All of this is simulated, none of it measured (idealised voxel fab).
The following is a process module called voxel trench capacitor.
Square cells of 5 nm make up the cross-section cut, whose width is 250 nm.
Heads up, the way a cross-section reads in here is a grid of square cells, handed over as bands from the top down, with every band being one or more rows of cells. It is stipulated that each band's entry specify, in nanometres, the height of the top of the band and then that of its bottom, followed by the materials of the band in left-to-right sequence, each together with its width in nanometres. A single material marked by the word "everywhere" is understood to fill the band from edge to edge; the word "empty" is understood to denote empty space. Basically, 0 is our baseline, since under it the wafer straight out of the box is all one material. The bottom band has no lower end and keeps on going down, so it looks like "from 0 down". When a width is written as two numbers, as in "30->40", the first number is the width in the top row of cells of the band and the second is the width in its bottom row, and the width changes by the same amount from each row to the next. For the purposes of this document, the phrase "nothing got changed" attached to a step denotes that no cell within the cross-section was modified by that step. Voids, sealed: empty space of 8 cells or more with no open way to the top, each as width x height at its distance from the left edge, in nm. If you see something after the settings on a step's line, that's the simulator's own remark about that step. A step line may carry the setting "overlay nm", which, for steps involving a mask, states the distance by which the mask lay to the right of its intended position; negative values denote displacement to the left.
The steps planned for the process are as follows
1 RECEIVE with material Si
2 CONFORMAL_DEP with material SiN, thk nm 10
3 DIRECTIONAL_DEP with material aC, thk nm 15
4 PATTERN with tone open, mask id TRENCH, material resist, width nm 25, pitch nm 50, thk nm 35, overlay nm 0
5 DIRECTIONAL_ETCH with etch materials aC, depth nm 15
6 STRIP with etch materials resist
7 DIRECTIONAL_ETCH with etch materials SiN, depth nm 10
8 DIRECTIONAL_ETCH with etch materials Si, depth nm 25
9 STRIP with etch materials aC
10 CONFORMAL_DEP with material SiO2, thk nm 5
11 FILL_DEP with material polySi, thk nm 5
12 CMP with height nm 10
Delivered wafer in cross-section: state after step 1
from 0 down  Si everywhere
Voids, sealed: none
Module complete, cross-section. Starting point and plan per above. One mistake made in running the module
from 10 to 0  90 SiN; 5 SiO2; 5 polySi; 5 SiO2; 35 SiN; 5 SiO2; 5 polySi; 5 SiO2; 95 SiN
from 0 to -20  90 Si; 5 SiO2; 5 polySi; 5 SiO2; 35 Si; 5 SiO2; 5 polySi; 5 SiO2; 95 Si
from -20 to -25  90 Si; 15 SiO2; 35 Si; 15 SiO2; 95 Si
from -25 down  Si everywhere
Voids, sealed: none
Finding, execution versus plan: it should be noted that step 4 was executed with settings other than those planned, the operation and settings actually applied being PATTERN with tone open, mask id TRENCH, material resist, width nm 15, pitch nm 50, thk nm 35, overlay nm 0
